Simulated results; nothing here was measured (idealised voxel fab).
You're looking at the process module voxel capacitor over wiring.
FYI the section here is cut, 190 nm wide, cells are 5 nm squares.
Cross-section spec: square-cell grid; bands listed top down; each band is one or more rows.
For a band, the entry starts with two heights in nm, that of the top and then that of the bottom, and carries on with the band's materials in order from left to right, each alongside its width in nm; the word "everywhere" beside a single material means it fills the band edge to edge, and "empty" means empty space.
Where do heights start? At 0: under that level the wafer as delivered is made of one material only. And the lowest band has no floor; it just carries on downward, as in "top 0, no bottom".
A width given as "30..40" starts at the first number in the band's top row and ends at the second number in its bottom row, shifting by an equal amount at every step from row to row.
"everything unchanged" means the step left every cell of the cross-section as it was.
Look at "Enclosed cavities" for the closed voids: empty spaces with no open path to the top, sized 8 cells or up. Each is width x height at distance, distance from the left edge, all nm.
Step line, after settings: the simulator's comment on this step.
What "overlay nm" on a step's line means: if the step has a mask, that mask lay this far to the right of its planned place, or, when the value is negative, to the left.

So here's the lineup of process steps we planned
step 1: RECEIVE, material Si
step 2: CONFORMAL_DEP, material SiO2, thk nm 15
step 3: CONFORMAL_DEP, material SiCN, thk nm 5
step 4: DIRECTIONAL_DEP, material lowk, thk nm 25
step 5: PATTERN, tone open, mask id METAL_1, material resist, width nm 25, pitch nm 75, thk nm 20, overlay nm 0
step 6: DIRECTIONAL_ETCH, etch materials lowk, depth nm 25
step 7: DIRECTIONAL_ETCH, etch materials SiCN, depth nm 5
step 8: STRIP, etch materials resist
step 9: CONFORMAL_DEP, material TiN, thk nm 5
step 10: FILL_DEP, material Ru, thk nm 10
step 11: CMP, height nm 45
step 12: CONFORMAL_DEP, material SiCN, thk nm 5
step 13: DIRECTIONAL_DEP, material lowk, thk nm 15
step 14: PATTERN, tone open, mask id PLUG_1, material resist, width nm 15, thk nm 15, overlay nm 0
step 15: DIRECTIONAL_ETCH, etch materials lowk, depth nm 15
step 16: DIRECTIONAL_ETCH, etch materials SiCN, depth nm 5
step 17: STRIP, etch materials resist
step 18: EPI, material Ru, thk nm 10
step 19: EPI, material Ru, thk nm 10
step 20: DIRECTIONAL_DEP, material TiN, thk nm 10
step 21: DIRECTIONAL_DEP, material Al2O3, thk nm 5
step 22: DIRECTIONAL_DEP, material TiN, thk nm 10
step 23: PATTERN, tone cover, mask id UPPER_PLATE, material resist, width nm 55, thk nm 20, overlay nm 0
step 24: DIRECTIONAL_ETCH, etch materials TiN, depth nm 10
step 25: DIRECTIONAL_ETCH, etch materials Al2O3, depth nm 5
step 26: STRIP, etch materials resist
step 27: MASKED_ETCH, tone cover, mask id LOWER_PLATE, width nm 65, etch materials TiN, depth nm 10, overlay nm 0
step 28: FILL_DEP, material SiO2, thk nm 15
step 29: CMP, height nm 100
step 30: MASKED_ETCH, tone open, mask id PLUG_2, width nm 15, etch materials SiO2, depth nm 10, overlay nm 0
step 31: CONFORMAL_DEP, material TiN, thk nm 5
step 32: FILL_DEP, material W, thk nm 5
step 33: CMP, height nm 100
step 34: CONFORMAL_DEP, material SiN, thk nm 5

Received-state cross-section, reflecting completion of step 1
  top 0, no bottom: Si everywhere
  Enclosed cavities: none

Result of the module, cross-sectioned: start per above, plan per above, one error in how it was run
  top 105, bottom 100: SiN everywhere
  top 100, bottom 90: SiO2 55 nm, TiN 25 nm, SiO2 110 nm
  top 90, bottom 85: SiO2 55 nm, Al2O3 25 nm, TiN 30 nm, SiO2 80 nm
  top 85, bottom 80: SiO2 50 nm, TiN 60 nm, SiO2 80 nm
  top 80, bottom 75: SiO2 50 nm, TiN 30 nm, Al2O3 30 nm, SiO2 80 nm
  top 75, bottom 65: SiO2 45 nm, Ru 35 nm, TiN 35 nm, SiO2 75 nm
  top 65, bottom 50: lowk 55 nm, Ru 15 nm, lowk 120 nm
  top 50, bottom 45: SiCN 55 nm, Ru 15 nm, SiCN 120 nm
  top 45, bottom 20: lowk 45 nm, TiN 5 nm, Ru 15 nm, TiN 5 nm, lowk 50 nm, TiN 5 nm, Ru 15 nm, TiN 5 nm, lowk 45 nm
  top 20, bottom 15: SiCN 45 nm, TiN 25 nm, SiCN 50 nm, TiN 25 nm, SiCN 45 nm
  top 15, bottom 0: SiO2 everywhere
  top 0, no bottom: Si everywhere
  Enclosed cavities: none
Want to know what went wrong? one of the matching steps 18 and 19 was carried out twice, and there is no way to identify which
